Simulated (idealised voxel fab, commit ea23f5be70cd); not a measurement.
The process module that follows is named voxel trench capacitor.
cross-section cut | 190 nm wide | cells 5 nm
Cross-section, as written here: a square-cell grid given band by band from the top down, where a band holds one or more rows of cells. The entry gives the band's vertical extent as a top height and a bottom height in nm, then its horizontal make-up as materials from left to right, each with a width in nm. "air" stands for empty space; a single material marked "everywhere" fills the band edge to edge. Height 0 is the level under which the wafer as received is all one material. The lowest band goes on downwards, as in "0..down". A width such as "30->40" changes by the same amount from each row of cells to the next, from the band's top row to its bottom row. Given "nothing was modified" for a step, no cell of the cross-section differs between before and after that step. Empty spaces without an open route to the top, at least 8 cells in extent, make up the entry "Closed void entries"; each is given as width x height at distance, where the distance is measured from the left edge, and all are in nm. Formally, on a step line, whatever follows the settings is a remark that the simulator itself makes on the step. The "overlay nm" setting may appear on a step's line; for a step that uses a mask, it gives how far to the right of its planned position the mask lay, and a negative value indicates the left.

The following list gives the planned process steps:
1. RECEIVE | material Si
2. CONFORMAL_DEP | material SiN | thk nm 10
3. DIRECTIONAL_DEP | material aC | thk nm 10
4. PATTERN | tone open | mask id TRENCH | material resist | width nm 30 | pitch nm 45 | thk nm 30 | overlay nm 0
5. DIRECTIONAL_ETCH | etch materials aC | depth nm 10
6. STRIP | etch materials resist
7. DIRECTIONAL_ETCH | etch materials SiN | depth nm 10
8. DIRECTIONAL_ETCH | etch materials Si | depth nm 35
9. STRIP | etch materials aC
10. CONFORMAL_DEP | material Al2O3 | thk nm 5
11. CONFORMAL_DEP | material TiN | thk nm 5
12. FILL_DEP | material W | thk nm 5
13. CMP | height nm 10

Cross-section, incoming material, after step 1:
* 0..down  Si everywhere
* Closed void entries: none

One mistake in running the module, otherwise start and plan as above: cross-section at the end:
* 10..0  55 nm SiN  5 nm TiN  5 nm Al2O3  10 nm W  5 nm Al2O3  5 nm TiN  15 nm SiN  5 nm TiN  5 nm Al2O3  10 nm W  5 nm Al2O3  5 nm TiN  60 nm SiN
* 0..-25  55 nm Si  5 nm TiN  5 nm Al2O3  10 nm W  5 nm Al2O3  5 nm TiN  15 nm Si  5 nm TiN  5 nm Al2O3  10 nm W  5 nm Al2O3  5 nm TiN  60 nm Si
* -25..-30  55 nm Si  5 nm TiN  20 nm Al2O3  5 nm TiN  15 nm Si  5 nm TiN  20 nm Al2O3  5 nm TiN  60 nm Si
* -30..-35  55 nm Si  30 nm TiN  15 nm Si  30 nm TiN  60 nm Si
* -35..down  Si everywhere
* Closed void entries: none
In executing the process, a mistake was made relative to the plan: transposition of steps 10 and 11 relative to the planned sequence
